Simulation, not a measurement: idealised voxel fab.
The following process module bears the name voxel self aligned vias.
The cross-section on display is named cut; it measures 225 nm wide, and its cells are 5 nm squares.
Cross-section format: a grid of square cells, given as bands from top to bottom; each band is one or more rows of cells. Each band's line starts with the height of the band's top and of its bottom, in nm. Then come its materials from left to right, each with its width in nm. One material with "edge to edge" fills the band from edge to edge. "blank" is empty space. A quick word on heights: they are counted from 0, and under that level the wafer as it came to us is one material throughout. The lowest band is different from the rest in having no bottom; it simply continues downward, written as in "0..down". Width: "30 to 40" (first number = top row, second number = bottom row, same change from row to row of cells). Any step labelled "stayed the same" changed none of the cells in the cross-section. For the entry "Enclosed cavities", the listed items are empty spaces with no open way to the top whose size is 8 cells or more; each item follows the pattern width x height at distance, where distance is from the left edge and all three are in nm. The remark found on a step's line after its settings is issued by the simulator itself and pertains to that step. The "overlay nm" setting may appear on a step's line; for a step that uses a mask, it gives how far to the right of its planned position the mask lay, and a negative value indicates the left.
### This section lists the process steps that were planned
1: RECEIVE [material Si]
2: CONFORMAL_DEP [material SiO2] [thk nm 15]
3: CONFORMAL_DEP [material SiCN] [thk nm 5]
4: DIRECTIONAL_DEP [material SiO2] [thk nm 20]
5: DIRECTIONAL_DEP [material aC] [thk nm 10]
6: PATTERN [tone open] [mask id LINES] [material resist] [width nm 20] [pitch nm 45] [thk nm 25] [overlay nm 0]
7: DIRECTIONAL_ETCH [etch materials aC] [depth nm 10]
8: STRIP [etch materials resist]
9: DIRECTIONAL_ETCH [etch materials SiO2] [depth nm 20]
10: STRIP [etch materials aC]
11: CONFORMAL_DEP [material TiN] [thk nm 5]
12: FILL_DEP [material Ru] [thk nm 10]
13: CMP [height nm 40]
14: SELECTIVE_ETCH [etch materials W Ru TiN] [depth nm 5]
15: FILL_DEP [material SiN] [thk nm 10]
16: CMP [height nm 40]
17: DIRECTIONAL_DEP [material SiO2] [thk nm 20]
18: MASKED_ETCH [tone open] [mask id VIAS] [width nm 30] [etch materials SiO2] [depth nm 20] [overlay nm 0]
19: MASKED_ETCH [tone open] [mask id VIAS] [width nm 30] [etch materials SiN] [depth nm 5] [overlay nm 0]
20: CONFORMAL_DEP [material TiN] [thk nm 5]
21: FILL_DEP [material Ru] [thk nm 5]
22: CMP [height nm 60]
23: CONFORMAL_DEP [material SiCN] [thk nm 5]
### first wafer, as planned
### Incoming wafer, cross-sectional view, post step 1
> 0..down  Si edge to edge
> Enclosed cavities: none
### The wafer in cross-section once step 2 is complete
> 15..0  SiO2 edge to edge
> Below 0 it's all the same as before, nothing changed down there.
### The wafer in cross-section once step 3 is complete
> 20..15  SiCN edge to edge
> Below 15 it's all the same as before, nothing changed down there.
### The wafer in cross-section once step 4 is complete
> 40..20  SiO2 edge to edge
> Below 20 it's all the same as before, nothing changed down there.
### The wafer in cross-section once step 5 is complete
> 50..40  aC edge to edge
> Below 40 it's all the same as before, nothing changed down there.
### The wafer in cross-section once step 6 is complete
> 75..50  80 of resist | 20 of blank | 25 of resist | 20 of blank | 80 of resist
> Below 50 it's all the same as before, nothing changed down there.
### The wafer in cross-section once step 7 is complete
> 65..50  80 of resist | 20 of blank | 25 of resist | 20 of blank | 80 of resist
> 50..40  80 of aC | 20 of blank | 25 of aC | 20 of blank | 80 of aC
> Below 40 it's all the same as before, nothing changed down there.
### The wafer in cross-section once step 8 is complete
> 50..40  80 of aC | 20 of blank | 25 of aC | 20 of blank | 80 of aC
> Below 40 it's all the same as before, nothing changed down there.
### The wafer in cross-section once step 9 is complete
> 50..40  80 of aC | 20 of blank | 25 of aC | 20 of blank | 80 of aC
> 40..20  80 of SiO2 | 20 of blank | 25 of SiO2 | 20 of blank | 80 of SiO2
> Below 20 it's all the same as before, nothing changed down there.
### The wafer in cross-section once step 10 is complete
> 40..20  80 of SiO2 | 20 of blank | 25 of SiO2 | 20 of blank | 80 of SiO2
> Below 20 it's all the same as before, nothing changed down there.
### The wafer in cross-section once step 11 is complete
> 45..40  85 of TiN | 10 of blank | 35 of TiN | 10 of blank | 85 of TiN
> 40..25  80 of SiO2 | 5 of TiN | 10 of blank | 5 of TiN | 25 of SiO2 | 5 of TiN | 10 of blank | 5 of TiN | 80 of SiO2
> 25..20  80 of SiO2 | 20 of TiN | 25 of SiO2 | 20 of TiN | 80 of SiO2
> Below 20 it's all the same as before, nothing changed down there.
### The wafer in cross-section once step 12 is complete
> 55..45  Ru edge to edge
> 45..40  85 of TiN | 10 of Ru | 35 of TiN | 10 of Ru | 85 of TiN
> 40..25  80 of SiO2 | 5 of TiN | 10 of Ru | 5 of TiN | 25 of SiO2 | 5 of TiN | 10 of Ru | 5 of TiN | 80 of SiO2
> Below 25 it's all the same as before, nothing changed down there.
### The wafer in cross-section once step 13 is complete
> 40..25  80 of SiO2 | 5 of TiN | 10 of Ru | 5 of TiN | 25 of SiO2 | 5 of TiN | 10 of Ru | 5 of TiN | 80 of SiO2
> Below 25 it's all the same as before, nothing changed down there.
### The wafer in cross-section once step 14 is complete
> 40..35  80 of SiO2 | 20 of blank | 25 of SiO2 | 20 of blank | 80 of SiO2
> Below 35 it's all the same as before, nothing changed down there.
### The wafer in cross-section once step 15 is complete
> 50..40  SiN edge to edge
> 40..35  80 of SiO2 | 20 of SiN | 25 of SiO2 | 20 of SiN | 80 of SiO2
> Below 35 it's all the same as before, nothing changed down there.
### The wafer in cross-section once step 16 is complete
> 40..35  80 of SiO2 | 20 of SiN | 25 of SiO2 | 20 of SiN | 80 of SiO2
> Below 35 it's all the same as before, nothing changed down there.
### The wafer in cross-section once step 17 is complete
> 60..40  SiO2 edge to edge
> Below 40 it's all the same as before, nothing changed down there.
### The wafer in cross-section once step 18 is complete
> 60..40  75 of SiO2 | 30 of blank | 120 of SiO2
> Below 40 it's all the same as before, nothing changed down there.
### The wafer in cross-section once step 19 is complete
> 60..40  75 of SiO2 | 30 of blank | 120 of SiO2
> 40..35  80 of SiO2 | 20 of blank | 25 of SiO2 | 20 of SiN | 80 of SiO2
> Below 35 it's all the same as before, nothing changed down there.
### The wafer in cross-section once step 20 is complete
> 65..60  80 of TiN | 20 of blank | 125 of TiN
> 60..45  75 of SiO2 | 5 of TiN | 20 of blank | 5 of TiN | 120 of SiO2
> 45..40  75 of SiO2 | 10 of TiN | 10 of blank | 10 of TiN | 120 of SiO2
> 40..35  80 of SiO2 | 20 of TiN | 25 of SiO2 | 20 of SiN | 80 of SiO2
> Below 35 it's all the same as before, nothing changed down there.
### The wafer in cross-section once step 21 is complete
> 70..65  Ru edge to edge
> 65..60  80 of TiN | 20 of Ru | 125 of TiN
> 60..45  75 of SiO2 | 5 of TiN | 20 of Ru | 5 of TiN | 120 of SiO2
> 45..40  75 of SiO2 | 10 of TiN | 10 of Ru | 10 of TiN | 120 of SiO2
> Below 40 it's all the same as before, nothing changed down there.
### The wafer in cross-section once step 22 is complete
> 60..45  75 of SiO2 | 5 of TiN | 20 of Ru | 5 of TiN | 120 of SiO2
> Below 45 it's all the same as before, nothing changed down there.
### The wafer in cross-section once step 23 is complete
> 65..60  SiCN edge to edge
> Below 60 it's all the same as before, nothing changed down there.
### The second wafer was prepared from the same starting point and under the same plan as the first; its processing contained one mistake, and it remains indistinguishable from the first wafer up to and including step 16
### At the planned end of step 17, the second wafer in cross-section
> 60..40  SiN edge to edge
> Below 40 it's all the same as before, nothing changed down there.
At the planned end of step 18, the second wafer in cross-section: stayed the same
### At the planned end of step 19, the second wafer in cross-section
> 60..55  75 of SiN | 30 of blank | 120 of SiN
> Below 55 it's all the same as before, nothing changed down there.
### At the planned end of step 20, the second wafer in cross-section
> 65..60  80 of TiN | 20 of blank | 125 of TiN
> 60..55  75 of SiN | 30 of TiN | 120 of SiN
> Below 55 it's all the same as before, nothing changed down there.
### At the planned end of step 21, the second wafer in cross-section
> 70..65  Ru edge to edge
> 65..60  80 of TiN | 20 of Ru | 125 of TiN
> Below 60 it's all the same as before, nothing changed down there.
### At the planned end of step 22, the second wafer in cross-section
> 60..55  75 of SiN | 30 of TiN | 120 of SiN
> Below 55 it's all the same as before, nothing changed down there.
### At the planned end of step 23, the second wafer in cross-section
> 65..60  SiCN edge to edge
> Below 60 it's all the same as before, nothing changed down there.
It is concluded that the wafer was processed incorrectly with respect to the plan, in that step 17 went in with a setting other than planned; the actual run was DIRECTIONAL_DEP [material SiN] [thk nm 20]
In the final state, the cell counts of the second wafer exceed or fall short of those of the first for the following materials: -14 Ru; +178 SiN; -156 SiO2; -8 TiN
